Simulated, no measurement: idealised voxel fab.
Process module, titled voxel spacer lines
This is section cut - it's 195 nm across, gridded in 5 nm square cells.
In what follows, cross-sections appear as grids of square cells, described through bands that run from the top down, where every band is one or more rows of cells. Top height, bottom height, nm. Materials left to right, width each, nm. Single material + "edge to edge" = fills band edge to edge. "air" = empty. Basically, 0 is our baseline, since under it the wafer straight out of the box is all one material. The bottom band has no lower end and keeps on going down, so it looks like "from 0 down". Note: "30->40" means the width goes from the first number (top row of the band) to the second number (bottom row) in equal steps per row of cells. A step reported as "no alterations made" is a step in which no cell of the cross-section changed. Each empty space that has no open way to the top and spans at least 8 cells appears under "Trapped cavities" as width x height at distance, the distance counted from the left edge, all in nm. That trailing text on a step's line, after the settings, is the simulator's own remark on the step. "overlay nm", when on a step's line for a step with a mask, measures how far to the right of its planned place the mask lay; a negative measure means to the left.
Set out below are the planned steps of the process:
1. RECEIVE [material Si]
2. CONFORMAL_DEP [material SiO2] [thk nm 10]
3. DIRECTIONAL_DEP [material polySi] [thk nm 10]
4. DIRECTIONAL_DEP [material aC] [thk nm 30]
5. PATTERN [tone cover] [mask id MANDREL] [material resist] [width nm 25] [pitch nm 70] [thk nm 35] [overlay nm 0]
6. DIRECTIONAL_ETCH [etch materials aC] [depth nm 30]
7. STRIP [etch materials resist]
8. CONFORMAL_DEP [material SiN] [thk nm 10]
9. DIRECTIONAL_ETCH [etch materials SiN] [depth nm 10]
10. STRIP [etch materials aC]
11. DIRECTIONAL_ETCH [etch materials polySi] [depth nm 10]
12. STRIP [etch materials SiN]
Below: the first of two wafers, run as planned:
Shown in cross-section is the wafer as received, that is, as it stands after step 1:
- from 0 down | Si edge to edge
- Trapped cavities: none
Cross-section of the wafer subsequent to step 2:
- from 10 to 0 | SiO2 edge to edge
- Unchanged below 0.
Cross-section of the wafer subsequent to step 3:
- from 20 to 10 | polySi edge to edge
- Unchanged below 10.
Cross-section of the wafer subsequent to step 4:
- from 50 to 20 | aC edge to edge
- Unchanged below 20.
Cross-section of the wafer subsequent to step 5:
- from 85 to 50 | air=15, then resist=25, then air=45, then resist=25, then air=45, then resist=25, then air=15
- Unchanged below 50.
Cross-section of the wafer subsequent to step 6:
- from 55 to 50 | air=15, then resist=25, then air=45, then resist=25, then air=45, then resist=25, then air=15
- from 50 to 20 | air=15, then aC=25, then air=45, then aC=25, then air=45, then aC=25, then air=15
- Unchanged below 20.
Cross-section of the wafer subsequent to step 7:
- from 50 to 20 | air=15, then aC=25, then air=45, then aC=25, then air=45, then aC=25, then air=15
- Unchanged below 20.
Cross-section of the wafer subsequent to step 8:
- from 60 to 50 | air=5, then SiN=45, then air=25, then SiN=45, then air=25, then SiN=45, then air=5
- from 50 to 30 | air=5, then SiN=10, then aC=25, then SiN=10, then air=25, then SiN=10, then aC=25, then SiN=10, then air=25, then SiN=10, then aC=25, then SiN=10, then air=5
- from 30 to 20 | SiN=15, then aC=25, then SiN=45, then aC=25, then SiN=45, then aC=25, then SiN=15
- Unchanged below 20.
Cross-section of the wafer subsequent to step 9:
- from 50 to 20 | air=5, then SiN=10, then aC=25, then SiN=10, then air=25, then SiN=10, then aC=25, then SiN=10, then air=25, then SiN=10, then aC=25, then SiN=10, then air=5
- Unchanged below 20.
Cross-section of the wafer subsequent to step 10:
- from 50 to 20 | air=5, then SiN=10, then air=25, then SiN=10, then air=25, then SiN=10, then air=25, then SiN=10, then air=25, then SiN=10, then air=25, then SiN=10, then air=5
- Unchanged below 20.
Cross-section of the wafer subsequent to step 11:
- from 50 to 20 | air=5, then SiN=10, then air=25, then SiN=10, then air=25, then SiN=10, then air=25, then SiN=10, then air=25, then SiN=10, then air=25, then SiN=10, then air=5
- from 20 to 10 | air=5, then polySi=10, then air=25, then polySi=10, then air=25, then polySi=10, then air=25, then polySi=10, then air=25, then polySi=10, then air=25, then polySi=10, then air=5
- Unchanged below 10.
Cross-section of the wafer subsequent to step 12:
- from 20 to 10 | air=5, then polySi=10, then air=25, then polySi=10, then air=25, then polySi=10, then air=25, then polySi=10, then air=25, then polySi=10, then air=25, then polySi=10, then air=5
- Unchanged below 10.
Regarding the second of the two wafers: it shared the first wafer's starting condition and process plan, yet one error occurred during its execution. Its history coincides with that of the first wafer up to and including step 1:
When step 2 should have ended:
- from 10 to 0 | polySi edge to edge
- Unchanged below 0.
When step 3 should have ended:
- from 20 to 10 | SiO2 edge to edge
- Unchanged below 10.
When step 4 should have ended:
- from 50 to 20 | aC edge to edge
- Unchanged below 20.
When step 5 should have ended:
- from 85 to 50 | air=15, then resist=25, then air=45, then resist=25, then air=45, then resist=25, then air=15
- Unchanged below 50.
When step 6 should have ended:
- from 55 to 50 | air=15, then resist=25, then air=45, then resist=25, then air=45, then resist=25, then air=15
- from 50 to 20 | air=15, then aC=25, then air=45, then aC=25, then air=45, then aC=25, then air=15
- Unchanged below 20.
When step 7 should have ended:
- from 50 to 20 | air=15, then aC=25, then air=45, then aC=25, then air=45, then aC=25, then air=15
- Unchanged below 20.
When step 8 should have ended:
- from 60 to 50 | air=5, then SiN=45, then air=25, then SiN=45, then air=25, then SiN=45, then air=5
- from 50 to 30 | air=5, then SiN=10, then aC=25, then SiN=10, then air=25, then SiN=10, then aC=25, then SiN=10, then air=25, then SiN=10, then aC=25, then SiN=10, then air=5
- from 30 to 20 | SiN=15, then aC=25, then SiN=45, then aC=25, then SiN=45, then aC=25, then SiN=15
- Unchanged below 20.
When step 9 should have ended:
- from 50 to 20 | air=5, then SiN=10, then aC=25, then SiN=10, then air=25, then SiN=10, then aC=25, then SiN=10, then air=25, then SiN=10, then aC=25, then SiN=10, then air=5
- Unchanged below 20.
When step 10 should have ended:
- from 50 to 20 | air=5, then SiN=10, then air=25, then SiN=10, then air=25, then SiN=10, then air=25, then SiN=10, then air=25, then SiN=10, then air=25, then SiN=10, then air=5
- Unchanged below 20.
when step 11 should have ended: no alterations made
When step 12 should have ended:
- from 20 to 10 | SiO2 edge to edge
- Unchanged below 10.
Deviation noted in wafer processing: deviation from plan: step 3 and step 2 executed in one another's positions
At the finish, the second wafer shows more or fewer cells for some materials than the first does: +54 polySi
